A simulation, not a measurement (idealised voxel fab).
Process module in this document: voxel transistor to metal
Section shown: cut. Width: 195 nm. Cell size: 5 nm, square.
Reading order for cross-sections: top band down to bottom band. Underlying form: a grid of square cells. Band size: one or more rows of cells.
Band: top height; bottom height; in nm. Then, left to right: material with width in nm, for each material. "full width": a single material spanning edge to edge. "empty": empty space.
Heights from 0 (as-received wafer is one material below). Bottom band endless downward, as "top 0, no bottom".
Width "30 to 40": first value at the band's top row of cells, second value at its bottom row, equal change from row to row.
What does "changes: none" mean for a step? It means no cell of the cross-section changed in that step.
Entry "Closed void table" = empty spaces >= 8 cells with no open way to the top; each as width x height at distance, distance from left edge, all nm.
Step line, after settings: the simulator's comment on this step.
overlay nm: for a step with a mask, the amount by which the mask lay right of where it was planned; a negative amount means left of it.

Steps planned for the process:
1: RECEIVE,material Si
2: CONFORMAL_DEP,material SiO2,thk nm 5
3: CONFORMAL_DEP,material SiN,thk nm 10
4: MASKED_ETCH,tone cover,mask id ACTIVE,width nm 115,etch materials SiN,depth nm 10,overlay nm 0
5: MASKED_ETCH,tone cover,mask id ACTIVE,width nm 115,etch materials SiO2,depth nm 5,overlay nm 0
6: MASKED_ETCH,tone cover,mask id ACTIVE,width nm 115,etch materials Si,depth nm 30,overlay nm 0
7: FILL_DEP,material SiO2,thk nm 5
8: CMP,height nm 15
9: SELECTIVE_ETCH,etch materials SiO2,depth nm 5
10: STRIP,etch materials SiN
11: SELECTIVE_ETCH,etch materials SiO2,depth nm 5
12: OXIDIZE,depth nm 5
13: DIRECTIONAL_DEP,material polySi,thk nm 20
14: DIRECTIONAL_DEP,material SiCN,thk nm 10
15: PATTERN,tone cover,mask id GATE,material resist,width nm 25,thk nm 15,overlay nm 0
16: DIRECTIONAL_ETCH,etch materials SiCN,depth nm 20
17: DIRECTIONAL_ETCH,etch materials polySi,depth nm 30
18: STRIP,etch materials resist
19: CONFORMAL_DEP,material SiO2,thk nm 5
20: DIRECTIONAL_ETCH,etch materials SiO2,depth nm 5
21: CONFORMAL_DEP,material SiN,thk nm 10
22: DIRECTIONAL_ETCH,etch materials SiN,depth nm 10
23: DIRECTIONAL_ETCH,etch materials SiO2,depth nm 5
24: DIRECTIONAL_ETCH,etch materials Si,depth nm 15
25: EPI,material SiGe,thk nm 15
26: FILL_DEP,material SiO2,thk nm 5
27: CMP,height nm 20
28: STRIP,etch materials polySi
29: SELECTIVE_ETCH,etch materials SiO2,depth nm 5
30: CONFORMAL_DEP,material HfO2,thk nm 5
31: CONFORMAL_DEP,material TiN,thk nm 5
32: FILL_DEP,material W,thk nm 10
33: CMP,height nm 15
34: DIRECTIONAL_DEP,material SiO2,thk nm 15
35: MASKED_ETCH,tone open,mask id CONTACT,width nm 15,pitch nm 80,etch materials SiO2,depth nm 20,overlay nm 0
36: CONFORMAL_DEP,material TiN,thk nm 5
37: FILL_DEP,material W,thk nm 10
38: CMP,height nm 30
39: CONFORMAL_DEP,material SiCN,thk nm 5
40: DIRECTIONAL_DEP,material SiO2,thk nm 25
41: MASKED_ETCH,tone open,mask id METAL_1,width nm 15,pitch nm 80,etch materials SiO2,depth nm 25,overlay nm 0
42: MASKED_ETCH,tone open,mask id METAL_1,width nm 15,pitch nm 80,etch materials SiCN,depth nm 5,overlay nm 0
43: CONFORMAL_DEP,material TiN,thk nm 5
44: FILL_DEP,material Cu,thk nm 5
45: CMP,height nm 60
46: CONFORMAL_DEP,material SiCN,thk nm 5
47: DIRECTIONAL_DEP,material lowk,thk nm 25
48: MASKED_ETCH,tone open,mask id METAL_2,width nm 15,pitch nm 80,etch materials lowk,depth nm 15,overlay nm 0
49: DIRECTIONAL_DEP,material aC,thk nm 10
50: PATTERN,tone open,mask id METAL_2_HOLES,material resist,width nm 15,pitch nm 80,thk nm 30,overlay nm 0
51: DIRECTIONAL_ETCH,etch materials aC,depth nm 10
52: STRIP,etch materials resist
53: DIRECTIONAL_ETCH,etch materials lowk,depth nm 10
54: DIRECTIONAL_ETCH,etch materials SiCN,depth nm 5
55: STRIP,etch materials aC
56: CONFORMAL_DEP,material TiN,thk nm 5
57: FILL_DEP,material Cu,thk nm 10
58: CMP,height nm 90
59: CONFORMAL_DEP,material SiN,thk nm 5

Cross-section of the wafer upon arrival, representing the state reached after step 1:
- top 0, no bottom: Si full width
- Closed void table: none

Cross-section, end of module. Start: as above. Plan: as above. Execution: one mistake:
- top 95, bottom 90: SiN full width
- top 90, bottom 65: lowk: 50; TiN: 5; Cu: 5; TiN: 5; lowk: 65; TiN: 5; Cu: 5; TiN: 5; lowk: 50
- top 65, bottom 60: SiCN: 50; TiN: 15; SiCN: 65; TiN: 15; SiCN: 50
- top 60, bottom 35: SiO2: 50; TiN: 5; Cu: 5; TiN: 5; SiO2: 65; TiN: 5; Cu: 5; TiN: 5; SiO2: 50
- top 35, bottom 30: SiCN: 50; TiN: 15; SiCN: 65; TiN: 15; SiCN: 50
- top 30, bottom 15: SiO2: 45; TiN: 5; W: 15; TiN: 5; SiO2: 55; TiN: 5; W: 15; TiN: 5; SiO2: 45
- top 15, bottom 10: SiO2: 45; TiN: 25; SiN: 10; HfO2: 5; TiN: 5; W: 15; TiN: 5; HfO2: 5; SiN: 10; TiN: 25; SiO2: 45
- top 10, bottom 5: SiO2: 45; SiGe: 25; SiN: 10; HfO2: 5; TiN: 5; W: 15; TiN: 5; HfO2: 5; SiN: 10; SiGe: 25; SiO2: 45
- top 5, bottom 0: SiO2: 40; SiN: 10; SiGe: 20; SiN: 10; HfO2: 5; TiN: 25; HfO2: 5; SiN: 10; SiGe: 20; SiN: 10; SiO2: 40
- top 0, bottom -5: SiO2: 50; SiGe: 20; SiO2: 10; HfO2: 35; SiO2: 10; SiGe: 20; SiO2: 50
- top -5, bottom -20: SiO2: 40; Si: 10; SiGe: 20; Si: 55; SiGe: 20; Si: 10; SiO2: 40
- top -20, bottom -30: SiO2: 40; Si: 115; SiO2: 40
- top -30, no bottom: Si full width
- Closed void table: none
Nonconformance to the process plan: step 35 ran as: MASKED_ETCH,tone open,mask id CONTACT,width nm 25,pitch nm 80,etch materials SiO2,depth nm 20,overlay nm 0
